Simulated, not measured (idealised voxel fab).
process module | voxel ribs on slabs
cross-section cut | 220 nm wide | cells 5 nm
A cross-section is a grid of square cells, given in bands from the top down. A band is one or more rows of cells.
Each band's line starts with the height of the band's top and of its bottom, in nm. Then come its materials from left to right, each with its width in nm. One material with "throughout" fills the band from edge to edge. "air" is empty space.
Height 0 is the level under which the wafer as received is all one material. The lowest band goes on downwards, as in "0 down".
A width such as "30 to 40" changes by the same amount from each row of cells to the next, from the band's top row to its bottom row.
"no change" after a step means that no cell of the cross-section changed.
closed voids: empty space of 8 cells or more with no open way to the top, each as width x height at its distance from the left edge, in nm
after a step's settings: what the simulator itself notes on the step
overlay nm, on a step with a mask: how far to the right of its planned place the mask lay; to the left if negative
plan
1 op RECEIVE | material Si
2 op DIRECTIONAL_DEP | material SiO2 | thk nm 20
3 op DIRECTIONAL_DEP | material SiN | thk nm 15
4 op PATTERN | tone cover | mask id RIB | material resist | width nm 20 | thk nm 15 | overlay nm 0
5 op DIRECTIONAL_ETCH | etch materials SiN | depth nm 10
6 op STRIP | etch materials resist
7 op PATTERN | tone cover | mask id SLAB | material resist | width nm 60 | thk nm 20 | overlay nm 0
8 op DIRECTIONAL_ETCH | etch materials SiN | depth nm 5
9 op STRIP | etch materials resist
10 op FILL_DEP | material SiO2 | thk nm 20
11 op CMP | height nm 45
12 op DIRECTIONAL_DEP | material W | thk nm 5
13 op PATTERN | tone cover | mask id HEATER | material resist | width nm 30 | thk nm 20 | overlay nm 0
14 op DIRECTIONAL_ETCH | etch materials W | depth nm 5
15 op STRIP | etch materials resist
16 op CONFORMAL_DEP | material SiN | thk nm 10
as received, after step 1
  0 down: Si throughout
  closed voids: none
a wafer at the end: this start, this plan, one mistake
  60 to 55: air 85 | SiO2 50 | air 85
  55 to 50: SiO2 throughout
  50 to 45: SiO2 95 | W 30 | SiO2 95
  45 to 35: SiO2 throughout
  35 to 25: SiO2 100 | SiN 20 | SiO2 100
  25 to 20: SiO2 80 | SiN 60 | SiO2 80
  20 to 0: SiO2 throughout
  0 down: Si throughout
  closed voids: none
what went wrong: step 16 ran as: op CONFORMAL_DEP | material SiO2 | thk nm 10
